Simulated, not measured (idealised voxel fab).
voxel local oxidation: a process module
The cross-section on display is named cut; it measures 240 nm wide, and its cells are 5 nm squares.
If you're reading a cross-section in this doc, picture square cells in a grid; it comes to you as bands, top ones listed first down to the bottom, and a band can be one or more rows of cells. The entry gives the band's vertical extent as a top height and a bottom height in nm, then its horizontal make-up as materials from left to right, each with a width in nm. "empty" stands for empty space; a single material marked "everywhere" fills the band edge to edge. It should be noted that heights are counted from 0, beneath which the wafer as supplied is of one material throughout, and that the lowest band possesses no lower boundary but continues downward, as written in "0..down". A two-number width, for instance "30..40", indicates that the width is equal to the first number in the top row of the band and to the second number in the bottom row, and that it changes by a constant amount per row of cells. "same as before" means the step left every cell of the cross-section as it was. For the entry "Closed cavity list", the listed items are empty spaces with no open way to the top whose size is 8 cells or more; each item follows the pattern width x height at distance, where distance is from the left edge and all three are in nm. Anything after a step's settings on that line? It's the simulator's own note about the step. overlay nm: right-of-plan distance of the mask on a masked step; negative values mean left-of-plan.

The steps planned for the process are as follows:
1. RECEIVE, material Si
2. OXIDIZE, depth nm 5
3. CONFORMAL_DEP, material SiN, thk nm 10
4. DIRECTIONAL_DEP, material aC, thk nm 15
5. PATTERN, tone cover, mask id ACTIVE, material resist, width nm 90, thk nm 35, overlay nm 0
6. DIRECTIONAL_ETCH, etch materials aC, depth nm 15
7. STRIP, etch materials resist
8. DIRECTIONAL_ETCH, etch materials SiN, depth nm 10
9. STRIP, etch materials aC
10. SELECTIVE_ETCH, etch materials SiO2, depth nm 5
11. OXIDIZE, depth nm 15
12. STRIP, etch materials SiN
Where the wafers of this document differ is in the width nm of step 5; they start out the same, and the plan states the value that applied to the first wafer.

As-received state after step 1, first of several wafers, cross-section:
	0..down = Si everywhere
	Closed cavity list: none

Row per wafer, end-of-module: cell gain (+)/loss (-) by material since the wafer came in, then closed voids:
width nm 90 | -162 Si | +130 SiO2 | Closed cavity list: none
width nm 95 | -159 Si | +128 SiO2 | Closed cavity list: none
width nm 100 | -156 Si | +126 SiO2 | Closed cavity list: none
width nm 105 | -153 Si | +124 SiO2 | Closed cavity list: none
width nm 110 | -150 Si | +122 SiO2 | Closed cavity list: none
width nm 115 | -147 Si | +120 SiO2 | Closed cavity list: none
